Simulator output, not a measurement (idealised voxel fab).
Process module under the name voxel released beams
Each square cell in cross-section cut measures 5 nm, and the section as a whole is 185 nm wide.
Bands, listed from the top down, are how a cross-section gets written in this document; the cross-section itself is a grid of square cells, and a band is one or more rows of them.
For a band, the entry starts with two heights in nm, that of the top and then that of the bottom, and carries on with the band's materials in order from left to right, each alongside its width in nm; the word "all across" beside a single material means it fills the band edge to edge, and "blank" means empty space.
Height reference: 0 = level under which incoming wafer is all one material. Lowest band: no bottom, runs on downward, e.g. "from 0 down".
When a width is written as two numbers, as in "30..40", the first number is the width in the top row of cells of the band and the second is the width in its bottom row, and the width changes by the same amount from each row to the next.
When a step is marked "changes: none", none of the cells in the cross-section changed during that step.
Heads up: "Closed void register" only lists the empty pockets with no open path to the top that are 8 cells or more, and it writes them as width x height at distance, distance from the left edge, in nm.
The remark found on a step's line after its settings is issued by the simulator itself and pertains to that step.
The setting "overlay nm" may be written on the line of a step. When the step uses a mask, the value reports how far to the right of the planned place the mask lay, and a negative value reports that it lay to the left.

LIST OF PLANNED PROCESS STEPS
1,RECEIVE: material Si
2,CONFORMAL_DEP: material SiN, thk nm 5
3,DIRECTIONAL_DEP: material SiO2, thk nm 10
4,DIRECTIONAL_DEP: material aC, thk nm 10
5,PATTERN: tone open, mask id ANCHOR, material resist, width nm 30, thk nm 30, overlay nm 0
6,DIRECTIONAL_ETCH: etch materials aC, depth nm 10
7,STRIP: etch materials resist
8,DIRECTIONAL_ETCH: etch materials SiO2, depth nm 10
9,STRIP: etch materials aC
10,CONFORMAL_DEP: material polySi, thk nm 10
11,DIRECTIONAL_DEP: material aC, thk nm 15
12,PATTERN: tone cover, mask id BEAM, material resist, width nm 80, thk nm 35, overlay nm 0
13,DIRECTIONAL_ETCH: etch materials aC, depth nm 15
14,STRIP: etch materials resist
15,DIRECTIONAL_ETCH: etch materials polySi, depth nm 10
16,STRIP: etch materials aC
17,STRIP: etch materials SiO2

SO THIS IS THE INCOMING WAFER IN CROSS-SECTION - IT'S ALREADY BEEN THROUGH STEP 1
    from 0 down: Si all across
    Closed void register: none

LOOKING AT THE FIRST OF TWO WAFERS IN CROSS-SECTION AT END OF MODULE - RAN TO PLAN
    from 25 to 15: blank=50, polySi=15, blank=10, polySi=55, blank=55
    from 15 to 5: blank=55, polySi=30, blank=100
    from 5 to 0: SiN all across
    from 0 down: Si all across
    Closed void register: none

NOW THE SECOND WAFER, CROSS-SECTIONED AT THE END OF THE MODULE. NOTHING DIFFERENT AT THE START, NOTHING DIFFERENT IN THE PLAN COMPARED WITH THE FIRST, JUST ONE MISTAKE WHEN IT WAS ACTUALLY RUN
    from 35 to 25: blank=50, polySi=80, blank=55
    from 25 to 15: SiN all across
    from 15 to 5: SiO2 all across
    from 5 to 0: SiN all across
    from 0 down: Si all across
    Closed void register: none
The plan and the run diverged here: step 4 off recipe, ran as DIRECTIONAL_DEP: material SiN, thk nm 10
Cell-count delta at end, second wafer over first, by material: +74 SiN, +74 SiO2, -8 polySi
